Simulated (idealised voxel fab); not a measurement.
The document below concerns the process module designated voxel capacitor over wiring.
Square cell edge 5 nm, section width 195 nm, ID cut.
Square cells in a grid make up a cross-section in this document, and the grid is given as bands, listed from the top down, each one or more rows of cells.
A band entry consists of two parts. The first gives the height of the band's top and the height of its bottom, in nm. The rest lists the band's materials from left to right, each with its width in nm. A single material labelled with the word "all across" fills the band from edge to edge, and the word "air" marks empty space.
Height is counted from the level 0, under which the received wafer is composed throughout of one material. The lowest of the bands is not closed at the bottom but continues downward, in the notation "top 0, no bottom".
Read "30 to 40" as a graded width: first number on top, second number at the bottom, same change between each pair of neighbouring rows.
The designation "no change", where it is given for a processing step, indicates that no cell of the cross-section was altered in the course of that step.
Empty spaces counting at least 8 cells and having no open way to the top are listed in "Sealed void list". The notation width x height at distance is used for each, the distance being from the left edge and all three values in nm.
Note: text after step settings on the step line = simulator remark on that step.
Among the settings permitted on a step's line is "overlay nm"; applied to a step with a mask, it specifies the extent to which the mask lay to the right of its planned position, whereas a negative figure signifies a position to the left.
## Set out below are the planned steps of the process
1: RECEIVE | material Si
2: CONFORMAL_DEP | material SiO2 | thk nm 15
3: CONFORMAL_DEP | material SiCN | thk nm 5
4: DIRECTIONAL_DEP | material lowk | thk nm 20
5: MASKED_ETCH | tone open | mask id METAL_1 | width nm 20 | pitch nm 80 | etch materials lowk | depth nm 20 | overlay nm 0
6: MASKED_ETCH | tone open | mask id METAL_1 | width nm 20 | pitch nm 80 | etch materials SiCN | depth nm 5 | overlay nm 0
7: CONFORMAL_DEP | material TiN | thk nm 5
8: FILL_DEP | material Cu | thk nm 5
9: CMP | height nm 40
10: CONFORMAL_DEP | material SiCN | thk nm 5
11: DIRECTIONAL_DEP | material lowk | thk nm 20
12: DIRECTIONAL_DEP | material aC | thk nm 10
13: PATTERN | tone open | mask id PLUG_1 | material resist | width nm 15 | thk nm 25 | overlay nm 0
14: DIRECTIONAL_ETCH | etch materials aC | depth nm 10
15: STRIP | etch materials resist
16: DIRECTIONAL_ETCH | etch materials lowk | depth nm 20
17: DIRECTIONAL_ETCH | etch materials SiCN | depth nm 5
18: STRIP | etch materials aC
19: CONFORMAL_DEP | material TiN | thk nm 5
20: FILL_DEP | material Ru | thk nm 10
21: CMP | height nm 65
22: DIRECTIONAL_DEP | material TiN | thk nm 5
23: DIRECTIONAL_DEP | material Al2O3 | thk nm 5
24: DIRECTIONAL_DEP | material TiN | thk nm 10
25: MASKED_ETCH | tone cover | mask id UPPER_PLATE | width nm 65 | etch materials TiN | depth nm 10 | overlay nm 0
26: MASKED_ETCH | tone cover | mask id UPPER_PLATE | width nm 65 | etch materials Al2O3 | depth nm 5 | overlay nm 0
27: MASKED_ETCH | tone cover | mask id LOWER_PLATE | width nm 75 | etch materials TiN | depth nm 5 | overlay nm 0
28: FILL_DEP | material SiO2 | thk nm 15
29: CMP | height nm 95
30: PATTERN | tone open | mask id PLUG_2 | material resist | width nm 15 | thk nm 15 | overlay nm 0
31: DIRECTIONAL_ETCH | etch materials SiO2 | depth nm 10
32: STRIP | etch materials resist
33: CONFORMAL_DEP | material TiN | thk nm 5
34: FILL_DEP | material W | thk nm 5
35: CMP | height nm 95
36: CONFORMAL_DEP | material SiCN | thk nm 5
Be aware that, although all wafers share a common starting state, the width nm at step 13 differs among them, and the plan displays the first wafer's value.
## Cross-section of the first of several wafers as received (after step 1)
> top 0, no bottom = Si all across
> Sealed void list: none
## Basically each wafer gets a line in the table, showing it at the end of the module: material by material, the cells it gained (+) or lost (-) since we got it, then its closed voids
width nm 15; +13 Al2O3; +16 Cu; +4 Ru; +106 SiCN; +291 SiO2; +81 TiN; +1 W; +268 lowk; Sealed void list: none
width nm 20; +13 Al2O3; +16 Cu; +8 Ru; +105 SiCN; +291 SiO2; +82 TiN; +1 W; +264 lowk; Sealed void list: none
width nm 25; +13 Al2O3; +16 Cu; +12 Ru; +104 SiCN; +291 SiO2; +83 TiN; +1 W; +260 lowk; Sealed void list: none
width nm 30; +13 Al2O3; +16 Cu; +16 Ru; +103 SiCN; +291 SiO2; +84 TiN; +1 W; +256 lowk; Sealed void list: none
